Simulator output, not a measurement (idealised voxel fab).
The process module that follows is named voxel wiring stack.
Cross-section cut spans 290 nm and uses square cells 5 nm in size.
A cross-section is written here as square cells arranged in a grid, and it is given in bands from the top down, each band taking up one or more rows of cells.
Top height, bottom height, nm. Materials left to right, width each, nm. Single material + "all across" = fills band edge to edge. "empty" = empty.
Heights are measured from 0, the level below which the as-received wafer is all one material; the lowest band has no bottom and continues downward, written as in "top 0, no bottom".
The width entry "30 to 40" should be interpreted row by row: the top row of cells in the band takes the first number, the bottom row takes the second number, and the change between adjacent rows is uniform throughout.
Step marked "no alterations made"? Then no cell in the cross-section changed in it.
Empty spaces counting at least 8 cells and having no open way to the top are listed in "Closed internal voids". The notation width x height at distance is used for each, the distance being from the left edge and all three values in nm.
If you see something after the settings on a step's line, that's the simulator's own remark about that step.
The setting "overlay nm" may be written on the line of a step. When the step uses a mask, the value reports how far to the right of the planned place the mask lay, and a negative value reports that it lay to the left.
Pairs from here to the end. Each: cross-section before one process step, cross-section after it, the latter only as far down as the lowest band that changed. Under each: the step between, and its settings. Mind that the pairs may be taken from different runs of this module on the same starting wafer; whether a pair continues from the pair above depends on its entry headed "Pre-process", and it does only where that entry says so.

### Pre-process
  top 95, bottom 80 | 70 SiO2 | 15 Ru | 45 SiO2 | 15 Ru | 45 SiO2 | 15 Ru | 85 SiO2
  top 80, bottom 75 | 70 SiCN | 15 Ru | 45 SiCN | 15 Ru | 45 SiCN | 15 Ru | 85 SiCN
  top 75, bottom 60 | 70 lowk | 5 TiN | 20 Cu | 5 TiN | 30 lowk | 5 TiN | 20 Cu | 5 TiN | 30 lowk | 5 TiN | 20 Cu | 5 TiN | 70 lowk
  top 60, bottom 55 | 70 lowk | 5 TiN | 5 Cu | 20 TiN | 30 lowk | 30 TiN | 30 lowk | 5 TiN | 5 Cu | 20 TiN | 70 lowk
  top 55, bottom 45 | 70 lowk | 5 TiN | 5 Cu | 5 TiN | 105 lowk | 5 TiN | 5 Cu | 5 TiN | 85 lowk
  top 45, bottom 40 | 70 SiCN | 15 TiN | 105 SiCN | 15 TiN | 85 SiCN
  top 40, bottom 20 | 70 W | 30 SiO2 | 30 W | 30 SiO2 | 30 W | 30 SiO2 | 70 W
  top 20, bottom 15 | 70 TiN | 30 SiO2 | 30 TiN | 30 SiO2 | 30 TiN | 30 SiO2 | 70 TiN
  top 15, bottom 0 | SiO2 all across
  top 0, no bottom | Si all across
  Closed internal voids: none

### Cross-Section Thereafter
  top 100, bottom 95 | TiN all across
  Unchanged below 95.
  Closed internal voids: none
Relating the two cross-sections above, the step in between is DIRECTIONAL_DEP, material TiN, thk nm 5

Pre-process: nothing new to draw here, it's the after view of the pair just above.

### Cross-Section Thereafter
  top 120, bottom 100 | W all across
  Unchanged below 100.
  Closed internal voids: none
Relating the two cross-sections above, the step in between is DIRECTIONAL_DEP, material W, thk nm 20

Pre-process: nothing new to draw here, it's the after view of the pair just above.

### Cross-Section Thereafter
  top 130, bottom 120 | aC all across
  Unchanged below 120.
  Closed internal voids: none
Relating the two cross-sections above, the step in between is DIRECTIONAL_DEP, material aC, thk nm 10

Pre-process: nothing new to draw here, it's the after view of the pair just above.

### Cross-Section Thereafter
  top 155, bottom 130 | 70 empty | 30 resist | 30 empty | 30 resist | 30 empty | 30 resist | 70 empty
  Unchanged below 130.
  Closed internal voids: none
Relating the two cross-sections above, the step in between is PATTERN, tone cover, mask id METAL_3, material resist, width nm 30, pitch nm 60, thk nm 25, overlay nm 0

Pre-process: nothing new to draw here, it's the after view of the pair just above.

### Cross-Section Thereafter
  top 145, bottom 130 | 70 empty | 30 resist | 30 empty | 30 resist | 30 empty | 30 resist | 70 empty
  top 130, bottom 120 | 70 empty | 30 aC | 30 empty | 30 aC | 30 empty | 30 aC | 70 empty
  Unchanged below 120.
  Closed internal voids: none
Relating the two cross-sections above, the step in between is DIRECTIONAL_ETCH, etch materials aC, depth nm 10

Pre-process: nothing new to draw here, it's the after view of the pair just above.

### Cross-Section Thereafter
  top 130, bottom 120 | 70 empty | 30 aC | 30 empty | 30 aC | 30 empty | 30 aC | 70 empty
  Unchanged below 120.
  Closed internal voids: none
Relating the two cross-sections above, the step in between is STRIP, etch materials resist

Pre-process: nothing new to draw here, it's the after view of the pair just above.

### Cross-Section Thereafter
  top 130, bottom 120 | 70 empty | 30 aC | 30 empty | 30 aC | 30 empty | 30 aC | 70 empty
  top 120, bottom 100 | 70 empty | 30 W | 30 empty | 30 W | 30 empty | 30 W | 70 empty
  Unchanged below 100.
  Closed internal voids: none
Relating the two cross-sections above, the step in between is DIRECTIONAL_ETCH, etch materials W, depth nm 20

Pre-process: nothing new to draw here, it's the after view of the pair just above.

### Cross-Section Thereafter
  top 130, bottom 120 | 70 empty | 30 aC | 30 empty | 30 aC | 30 empty | 30 aC | 70 empty
  top 120, bottom 100 | 70 empty | 30 W | 30 empty | 30 W | 30 empty | 30 W | 70 empty
  top 100, bottom 95 | 70 empty | 30 TiN | 30 empty | 30 TiN | 30 empty | 30 TiN | 70 empty
  Unchanged below 95.
  Closed internal voids: none
Relating the two cross-sections above, the step in between is DIRECTIONAL_ETCH, etch materials TiN, depth nm 5

Pre-process: nothing new to draw here, it's the after view of the pair just above.

### Cross-Section Thereafter
  top 120, bottom 100 | 70 empty | 30 W | 30 empty | 30 W | 30 empty | 30 W | 70 empty
  Unchanged below 100.
  Closed internal voids: none
Relating the two cross-sections above, the step in between is STRIP, etch materials aC

Pre-process: nothing new to draw here, it's the after view of the pair just above.

### Cross-Section Thereafter
  top 125, bottom 120 | lowk all across
  top 120, bottom 100 | 70 lowk | 30 W | 30 lowk | 30 W | 30 lowk | 30 W | 70 lowk
  top 100, bottom 95 | 70 lowk | 30 TiN | 30 lowk | 30 TiN | 30 lowk | 30 TiN | 70 lowk
  Unchanged below 95.
  Closed internal voids: none
Relating the two cross-sections above, the step in between is FILL_DEP, material lowk, thk nm 5

Pre-process: nothing new to draw here, it's the after view of the pair just above.

### Cross-Section Thereafter
  top 120, bottom 100 | 70 lowk | 30 W | 30 lowk | 30 W | 30 lowk | 30 W | 70 lowk
  Unchanged below 100.
  Closed internal voids: none
Relating the two cross-sections above, the step in between is CMP, height nm 120

Pre-process: nothing new to draw here, it's the after view of the pair just above.

### Cross-Section Thereafter
  top 125, bottom 120 | SiCN all across
  Unchanged below 120.
  Closed internal voids: none
Relating the two cross-sections above, the step in between is CONFORMAL_DEP, material SiCN, thk nm 5
